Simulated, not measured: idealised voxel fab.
Name of the process module below: voxel spacer lines
The cross-section shown here is cut; it is 280 nm wide and divided into square cells measuring 5 nm on a side.
We lay out every cross-section as a grid of square cells and spell it out in bands from the top down, where one band means one or more rows of cells.
For a band, the entry starts with two heights in nm, that of the top and then that of the bottom, and carries on with the band's materials in order from left to right, each alongside its width in nm; the word "everywhere" beside a single material means it fills the band edge to edge, and "blank" means empty space.
It should be noted that heights are counted from 0, beneath which the wafer as supplied is of one material throughout, and that the lowest band possesses no lower boundary but continues downward, as written in "from 0 down".
The notation "30->40" denotes a width that varies across the rows of cells in the band, beginning at the first number in the top row, finishing at the second number in the bottom row, and changing by an identical amount from each row to the next.
A step reported as "everything unchanged" is a step in which no cell of the cross-section changed.
"Sealed internal cavities": sealed empty spaces, 8 cells or more, no open way to top, listed width x height at distance, with distance from the left edge and width, height and distance in nm.
Whatever follows a step's settings on its line is a remark the simulator itself makes about that step.
For masked steps, "overlay nm" on the step line gives how far right of plan the mask actually lay; a minus sign means it lay to the left.

[This section lists the process steps that were planned]
1) op RECEIVE | material Si
2) op CONFORMAL_DEP | material Al2O3 | thk nm 10
3) op DIRECTIONAL_DEP | material polySi | thk nm 15
4) op DIRECTIONAL_DEP | material aC | thk nm 20
5) op PATTERN | tone cover | mask id MANDREL | material resist | width nm 20 | pitch nm 60 | thk nm 30 | overlay nm 0
6) op DIRECTIONAL_ETCH | etch materials aC | depth nm 20
7) op STRIP | etch materials resist
8) op CONFORMAL_DEP | material SiO2 | thk nm 10
9) op DIRECTIONAL_ETCH | etch materials SiO2 | depth nm 10
10) op STRIP | etch materials aC
11) op DIRECTIONAL_ETCH | etch materials polySi | depth nm 15
12) op STRIP | etch materials SiO2

[This is the cross-section of the wafer as we received it, i.e. after step 1]
	from 0 down = Si everywhere
	Sealed internal cavities: none

[Cross-section, first of two wafers, end of module, run as planned]
	from 25 to 10 = blank 90 / polySi 10 / blank 20 / polySi 10 / blank 20 / polySi 10 / blank 20 / polySi 10 / blank 90
	from 10 to 0 = Al2O3 everywhere
	from 0 down = Si everywhere
	Sealed internal cavities: none

[Wafer two (of two), end-of-module cross-section: start = wafer one, plan = wafer one, one run mistake]
	from 20 to 5 = blank 90 / polySi 10 / blank 20 / polySi 10 / blank 20 / polySi 10 / blank 20 / polySi 10 / blank 90
	from 5 to 0 = Al2O3 everywhere
	from 0 down = Si everywhere
	Sealed internal cavities: none
Diagnosis: step 2 did not happen as planned, as run it was op CONFORMAL_DEP | material Al2O3 | thk nm 5
Wafer comparison, final, in cells, second relative to first, materials more or fewer: 56 fewer of Al2O3
